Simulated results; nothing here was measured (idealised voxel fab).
process module | voxel quadruple lines
Cross-section cut spans 200 nm and uses square cells 5 nm in size.
For the purposes of this document, a cross-section shall be understood as a grid of square cells, specified as bands listed in top-to-bottom order, each band consisting of one or more rows of cells. Quick guide to a band line: top height, bottom height (nm) up front; then every material left to right with its width in nm. Only one material and it's marked "throughout"? Then it fills the band edge to edge. And "empty" just means empty space. The level at which height equals 0 is the one under which the wafer, as it arrives, is entirely one material. No lower edge exists for the bottom band, which continues downward and is notated as in "0 down". Quick explanation for "30->40": the width changes in equal steps down the rows of cells, from the first number in the band's top row to the second number in its bottom row. "identical to before" for a step: no cell of the cross-section changed in that step. Enclosed voids (no open way to top), threshold 8 cells or more, entry "Closed cavities", notation width x height at distance, distance from left edge, nm. Formally, on a step line, whatever follows the settings is a remark that the simulator itself makes on the step. overlay nm: right-of-plan distance of the mask on a masked step; negative values mean left-of-plan.
[These are the steps we planned for the process]
| 1 | op RECEIVE | material Si |
| 2 | op CONFORMAL_DEP | material Al2O3 | thk nm 10 |
| 3 | op DIRECTIONAL_DEP | material TiN | thk nm 10 |
| 4 | op DIRECTIONAL_DEP | material polySi | thk nm 15 |
| 5 | op DIRECTIONAL_DEP | material aC | thk nm 20 |
| 6 | op PATTERN | tone cover | mask id MANDREL | material resist | width nm 30 | thk nm 30 | overlay nm 0 |
| 7 | op DIRECTIONAL_ETCH | etch materials aC | depth nm 20 |
| 8 | op STRIP | etch materials resist |
| 9 | op CONFORMAL_DEP | material SiO2 | thk nm 10 |
| 10 | op DIRECTIONAL_ETCH | etch materials SiO2 | depth nm 10 |
| 11 | op STRIP | etch materials aC |
| 12 | op DIRECTIONAL_ETCH | etch materials polySi | depth nm 15 |
| 13 | op STRIP | etch materials SiO2 |
| 14 | op CONFORMAL_DEP | material SiCN | thk nm 10 |
| 15 | op DIRECTIONAL_ETCH | etch materials SiCN | depth nm 10 |
| 16 | op STRIP | etch materials polySi |
| 17 | op DIRECTIONAL_ETCH | etch materials TiN | depth nm 10 |
| 18 | op STRIP | etch materials SiCN |
[Received-state cross-section, reflecting completion of step 1]
	0 down: Si throughout
	Closed cavities: none
[First wafer of two, sectioned at end of module; run went per plan]
	20 to 10: 65 nm empty, then 10 nm TiN, then 10 nm empty, then 10 nm TiN, then 10 nm empty, then 10 nm TiN, then 10 nm empty, then 10 nm TiN, then 65 nm empty
	10 to 0: Al2O3 throughout
	0 down: Si throughout
	Closed cavities: none
[Wafer two, end of module, cross-section. Same start, same plan as wafer one. One mistake in the run]
	20 to 10: 75 nm empty, then 10 nm TiN, then 10 nm empty, then 10 nm TiN, then 10 nm empty, then 10 nm TiN, then 75 nm empty
	10 to 0: Al2O3 throughout
	0 down: Si throughout
	Closed cavities: none
Plan not followed: step 6 ran differently from the plan; actual operation with settings: op PATTERN | tone open | mask id MANDREL | material resist | width nm 30 | thk nm 30 | overlay nm 0
at the end the second wafer has, in cells: TiN -4
